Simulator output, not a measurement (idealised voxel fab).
Proc. module: voxel self aligned contacts
The width of the displayed cross-section, cut, is 205 nm; its cells are square, with a size of 5 nm.
Format of a cross-section: grid, square cells. Given as bands. Order: top down. Band: one or more rows of cells.
Within each band entry, the heights of the top and of the bottom of the band appear first, in that order and in nm; the materials of the band then follow from left to right, each with its corresponding width in nm. The designation "throughout" on a single material indicates that it fills the band from edge to edge; the designation "air" indicates empty space.
Height datum 0, below which the as-received substrate wafer is one material. Lowest band open at the bottom, running downward: "0 and below".
Top row gets the first number, bottom row gets the second, and each row in between changes by the same step: that is how a band width like "30..40" works.
"left unchanged" (step): cross-section cells unchanged, all of them.
Empty spaces without an open route to the top, at least 8 cells in extent, make up the entry "Catalogued sealed voids"; each is given as width x height at distance, where the distance is measured from the left edge, and all are in nm.
after a step's settings: what the simulator itself notes on the step
overlay nm, on a step with a mask: how far to the right of its planned place the mask lay; to the left if negative

## Intended process steps
1: RECEIVE | material Si
2: CONFORMAL_DEP | material SiO2 | thk nm 5
3: DIRECTIONAL_DEP | material polySi | thk nm 30
4: DIRECTIONAL_DEP | material SiN | thk nm 20
5: PATTERN | tone cover | mask id GATE | material resist | width nm 30 | pitch nm 60 | thk nm 20 | overlay nm 0
6: DIRECTIONAL_ETCH | etch materials SiN | depth nm 20
7: DIRECTIONAL_ETCH | etch materials polySi | depth nm 30
8: STRIP | etch materials resist
9: CONFORMAL_DEP | material SiN | thk nm 5
10: DIRECTIONAL_ETCH | etch materials SiN | depth nm 5
11: FILL_DEP | material SiO2 | thk nm 15
12: CMP | height nm 60
13: PATTERN | tone open | mask id CONTACT | material resist | width nm 40 | thk nm 15 | overlay nm 0
14: DIRECTIONAL_ETCH | etch materials SiO2 | depth nm 60
15: STRIP | etch materials resist
16: CONFORMAL_DEP | material TiN | thk nm 5
17: FILL_DEP | material W | thk nm 10
18: CMP | height nm 60
19: CONFORMAL_DEP | material SiN | thk nm 5

## Wafer as received: cross-section following step 1
  0 and below = Si throughout
  Catalogued sealed voids: none

## First of two wafers at the end of the module, shown in cross-section; run carried out as planned
  65 down to 60 = SiN throughout
  60 down to 55 = SiO2 80 nm, TiN 15 nm, W 10 nm, TiN 15 nm, SiO2 85 nm
  55 down to 35 = SiO2 50 nm, SiN 40 nm, TiN 5 nm, W 10 nm, TiN 5 nm, SiN 40 nm, SiO2 55 nm
  35 down to 5 = SiO2 50 nm, SiN 5 nm, polySi 30 nm, SiN 5 nm, TiN 5 nm, W 10 nm, TiN 5 nm, SiN 5 nm, polySi 30 nm, SiN 5 nm, SiO2 55 nm
  5 down to 0 = SiO2 90 nm, TiN 20 nm, SiO2 95 nm
  0 and below = Si throughout
  Catalogued sealed voids: none

## Second wafer cross-section at end of module - shared start and plan with the first, one mistake in the run
  65 down to 60 = SiN throughout
  60 down to 35 = SiO2 40 nm, SiN 120 nm, SiO2 45 nm
  35 down to 15 = SiO2 40 nm, SiN 15 nm, polySi 30 nm, SiN 30 nm, polySi 30 nm, SiN 15 nm, SiO2 45 nm
  15 down to 5 = SiN 55 nm, polySi 30 nm, SiN 30 nm, polySi 30 nm, SiN 60 nm
  5 down to 0 = SiO2 throughout
  0 and below = Si throughout
  Catalogued sealed voids: none
what went wrong: off-plan run, step 9, actual operation and settings CONFORMAL_DEP | material SiN | thk nm 15
Materials where the second wafer ends with more or fewer cells than the first: SiN: 138 more | SiO2: 86 fewer | TiN: 30 fewer | W: 22 fewer
